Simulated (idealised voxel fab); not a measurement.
Process module heading - voxel local oxidation
230 nm wide, 5 nm square cells: that's cross-section cut.
If you're reading a cross-section in this doc, picture square cells in a grid; it comes to you as bands, top ones listed first down to the bottom, and a band can be one or more rows of cells.
Within each band entry, the heights of the top and of the bottom of the band appear first, in that order and in nm; the materials of the band then follow from left to right, each with its corresponding width in nm. The designation "full width" on a single material indicates that it fills the band from edge to edge; the designation "air" indicates empty space.
Convention: height 0 is the level below which the wafer, as received, is all one material. The lowest band does not terminate at the bottom but continues downward, represented as "0 -> down".
With a width like "30 to 40", each row of cells in the band differs from the next by the same amount, the top row carrying the first number and the bottom row the second.
For the purposes of this document, the phrase "nothing changed" attached to a step denotes that no cell within the cross-section was modified by that step.
Reported under the label "Voids, enclosed" are the empty spaces having no open way to the top and comprising 8 cells or more; the notation for each is width x height at distance, in which the distance is measured from the left edge and all three values are in nm.
Read whatever lies past the settings on a step's line as the simulator's own remark about the step.
overlay nm: on a step with a mask, how far right of its planned place the mask lay; negative means left.

### Listed below are the process steps as planned
1 RECEIVE: material Si
2 CONFORMAL_DEP: material SiO2, thk nm 5
3 CONFORMAL_DEP: material SiN, thk nm 15
4 PATTERN: tone cover, mask id ACTIVE, material resist, width nm 90, thk nm 15, overlay nm -15
5 DIRECTIONAL_ETCH: etch materials SiN, depth nm 15
6 STRIP: etch materials resist
7 SELECTIVE_ETCH: etch materials SiO2, depth nm 5
8 OXIDIZE: depth nm 10
9 STRIP: etch materials SiN
For clarity, it should be stated that the wafers under discussion commence in an identical condition and differ with respect to the overlay nm of step 4, the plan indicating the value that the first wafer had.

### The first of several wafers in cross-section, exactly as it reached us after step 1
  0 -> down  Si full width
  Voids, enclosed: none

### The cross-section of the first of several wafers is given below for the end of the module, after its final step, step 9
  5 -> 0  air: 60; SiO2: 80; air: 90
  0 -> -10  SiO2: 70; Si: 60; SiO2: 100
  -10 -> down  Si full width
  Voids, enclosed: none

### At the end of the module, the last of several wafers in cross-section
  5 -> 0  air: 90; SiO2: 80; air: 60
  0 -> -10  SiO2: 100; Si: 60; SiO2: 70
  -10 -> down  Si full width
  Voids, enclosed: none

### Every row in this table is a wafer at the end of the module, and it gives, for each of the materials, the cells that wafer has gained (+) or lost (-) since it was received, then its closed voids
overlay nm -15, -68 Si, +84 SiO2, Voids, enclosed: none
overlay nm -10, -68 Si, +84 SiO2, Voids, enclosed: none
overlay nm -5, -68 Si, +84 SiO2, Voids, enclosed: none
overlay nm 0, -68 Si, +84 SiO2, Voids, enclosed: none
overlay nm 5, -68 Si, +84 SiO2, Voids, enclosed: none
overlay nm 10, -68 Si, +84 SiO2, Voids, enclosed: none
overlay nm 15, -68 Si, +84 SiO2, Voids, enclosed: none
